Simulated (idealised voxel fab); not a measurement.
The following is a process module called voxel ribs on slabs.
The width of the displayed cross-section, cut, is 205 nm; its cells are square, with a size of 5 nm.
If you're reading a cross-section in this doc, picture square cells in a grid; it comes to you as bands, top ones listed first down to the bottom, and a band can be one or more rows of cells.
Band entry format. Leading values: height of top, height of bottom, nm. Remainder: materials in left-to-right order, each with its width in nm. Special words: "edge to edge" on a single material, which then fills the band edge to edge; "air", empty space.
It should be noted that heights are counted from 0, beneath which the wafer as supplied is of one material throughout, and that the lowest band possesses no lower boundary but continues downward, as written in "0 nm and below".
Width "30..40": first value at the band's top row of cells, second value at its bottom row, equal change from row to row.
Reading "nothing changed" for a step: not a cell of the cross-section changed in it.
Closed empty spaces (no open way to the top) of 8 cells or more are what "Closed void catalog" lists, each as width x height at distance from the left edge, nm for all three.
On each step's line, the part that comes after the settings is the simulator's own comment on the step.
The "overlay nm" setting may appear on a step's line; for a step that uses a mask, it gives how far to the right of its planned position the mask lay, and a negative value indicates the left.

-- The steps planned for the process are as follows
1: RECEIVE with material Si
2: DIRECTIONAL_DEP with material SiO2, thk nm 30
3: DIRECTIONAL_DEP with material polySi, thk nm 15
4: PATTERN with tone cover, mask id RIB, material resist, width nm 30, thk nm 20, overlay nm 0
5: DIRECTIONAL_ETCH with etch materials polySi, depth nm 5
6: STRIP with etch materials resist
7: PATTERN with tone cover, mask id SLAB, material resist, width nm 80, thk nm 20, overlay nm 0
8: DIRECTIONAL_ETCH with etch materials polySi, depth nm 10
9: STRIP with etch materials resist
10: FILL_DEP with material SiO2, thk nm 20
11: CMP with height nm 60
12: DIRECTIONAL_DEP with material TiN, thk nm 10
13: DIRECTIONAL_DEP with material aC, thk nm 15
14: PATTERN with tone cover, mask id HEATER, material resist, width nm 40, thk nm 35, overlay nm 0
15: DIRECTIONAL_ETCH with etch materials aC, depth nm 15
16: STRIP with etch materials resist
17: DIRECTIONAL_ETCH with etch materials TiN, depth nm 10
18: STRIP with etch materials aC
19: CONFORMAL_DEP with material SiN, thk nm 5

-- Cross-section, incoming material, after step 1
	0 nm and below  Si edge to edge
	Closed void catalog: none

-- Run as planned - first of the two wafers cross-sectioned at the end of the module
	75 nm to 70 nm  75 nm air | 50 nm SiN | 80 nm air
	70 nm to 65 nm  75 nm air | 5 nm SiN | 40 nm TiN | 5 nm SiN | 80 nm air
	65 nm to 60 nm  80 nm SiN | 40 nm TiN | 85 nm SiN
	60 nm to 45 nm  SiO2 edge to edge
	45 nm to 40 nm  85 nm SiO2 | 30 nm polySi | 90 nm SiO2
	40 nm to 30 nm  60 nm SiO2 | 80 nm polySi | 65 nm SiO2
	30 nm to 0 nm  SiO2 edge to edge
	0 nm and below  Si edge to edge
	Closed void catalog: none

-- Second of two wafers, module complete, sectioned: it shares the first wafer's start and plan but was run with one mistake
	70 nm to 60 nm  80 nm air | 40 nm TiN | 85 nm air
	60 nm to 45 nm  SiO2 edge to edge
	45 nm to 40 nm  85 nm SiO2 | 30 nm polySi | 90 nm SiO2
	40 nm to 30 nm  60 nm SiO2 | 80 nm polySi | 65 nm SiO2
	30 nm to 0 nm  SiO2 edge to edge
	0 nm and below  Si edge to edge
	Closed void catalog: none
What went wrong in running the wafer? step 19 of the plan did not run at all; it was left out
Counted in cells at the end, the second wafer holds more or fewer of these materials than the first: SiN -45
